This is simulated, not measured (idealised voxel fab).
Process module in this document: voxel ribs on slabs
The figure presents cross-section cut, which has a width of 240 nm and is divided into square cells with an edge length of 5 nm.
A cross-section is a grid of square cells, given in bands from the top down. A band is one or more rows of cells. A band entry consists of two parts. The first gives the height of the band's top and the height of its bottom, in nm. The rest lists the band's materials from left to right, each with its width in nm. A single material labelled with the word "all across" fills the band from edge to edge, and the word "blank" marks empty space. For the purposes of this specification, 0 denotes the height below which the wafer in its as-received condition is composed wholly of one material, and the lowermost band, lacking a lower limit, extends downward without end, as expressed in "0..down". You'd read "30->40" like this: the band's top row of cells is as wide as the first number, its bottom row is as wide as the second, and going down, every row changes width by the same amount as the row before did. "changes: none" means the step left every cell of the cross-section as it was. The entry "Entrapped voids" lists the empty spaces that cover at least 8 cells and have no open path to the top. Each is written as width x height at distance, where the distance is measured from the left edge and all three values are in nm. Post-settings text on a step line: simulator's own remark regarding the step. "overlay nm" denotes, for a step that has a mask, the displacement of the mask to the right of its planned place, with negative values corresponding to the left.
HERE'S WHAT THE PLANNED PROCESS STEPS LOOK LIKE
| 1 | RECEIVE (material Si) |
| 2 | DIRECTIONAL_DEP (material SiO2; thk nm 30) |
| 3 | DIRECTIONAL_DEP (material SiN; thk nm 25) |
| 4 | DIRECTIONAL_DEP (material aC; thk nm 10) |
| 5 | PATTERN (tone cover; mask id RIB; material resist; width nm 15; thk nm 25; overlay nm 0) |
| 6 | DIRECTIONAL_ETCH (etch materials aC; depth nm 10) |
| 7 | STRIP (etch materials resist) |
| 8 | DIRECTIONAL_ETCH (etch materials SiN; depth nm 15) |
| 9 | STRIP (etch materials aC) |
| 10 | DIRECTIONAL_DEP (material aC; thk nm 15) |
| 11 | PATTERN (tone cover; mask id SLAB; material resist; width nm 45; thk nm 35; overlay nm 0) |
| 12 | DIRECTIONAL_ETCH (etch materials aC; depth nm 15) |
| 13 | STRIP (etch materials resist) |
| 14 | DIRECTIONAL_ETCH (etch materials SiN; depth nm 10) |
| 15 | STRIP (etch materials aC) |
| 16 | FILL_DEP (material SiO2; thk nm 20) |
| 17 | CMP (height nm 65) |
| 18 | DIRECTIONAL_DEP (material W; thk nm 10) |
| 19 | DIRECTIONAL_DEP (material aC; thk nm 15) |
| 20 | PATTERN (tone cover; mask id HEATER; material resist; width nm 25; thk nm 30; overlay nm 0) |
| 21 | DIRECTIONAL_ETCH (etch materials aC; depth nm 15) |
| 22 | STRIP (etch materials resist) |
| 23 | DIRECTIONAL_ETCH (etch materials W; depth nm 10) |
| 24 | STRIP (etch materials aC) |
| 25 | CONFORMAL_DEP (material SiN; thk nm 5) |
HERE'S WHAT THE WAFER LOOKED LIKE IN CROSS-SECTION WHEN IT ARRIVED - THAT'S AFTER STEP 1
> 0..down = Si all across
> Entrapped voids: none
HERE'S THE CROSS-SECTION OF THE FIRST OF OUR TWO WAFERS AT THE END OF THE MODULE - IT RAN AS PLANNED
> 80..75 = blank: 100  SiN: 35  blank: 105
> 75..70 = blank: 100  SiN: 5  W: 25  SiN: 5  blank: 105
> 70..65 = SiN: 105  W: 25  SiN: 110
> 65..55 = SiO2 all across
> 55..40 = SiO2: 110  SiN: 15  SiO2: 115
> 40..30 = SiO2: 95  SiN: 45  SiO2: 100
> 30..0 = SiO2 all across
> 0..down = Si all across
> Entrapped voids: none
HERE IS THE SECOND OF THE TWO WAFERS CUT OPEN AT THE END OF THE MODULE - SAME START, SAME PLAN AS THE FIRST ONE, BUT WE MADE ONE MISTAKE RUNNING IT
> 80..75 = blank: 100  SiN: 35  blank: 105
> 75..70 = blank: 100  SiN: 5  W: 25  SiN: 5  blank: 105
> 70..65 = SiN: 105  W: 25  SiN: 110
> 65..25 = SiO2 all across
> 25..0 = SiN all across
> 0..down = Si all across
> Entrapped voids: none
Where did the run depart from the plan? the intended sequence of steps 2 and 3 was reversed during processing, with each occupying the position of the other
Wrapping up, a cell-based count of both wafers puts the second over or under the first for these materials: SiN +213 | SiO2 -213
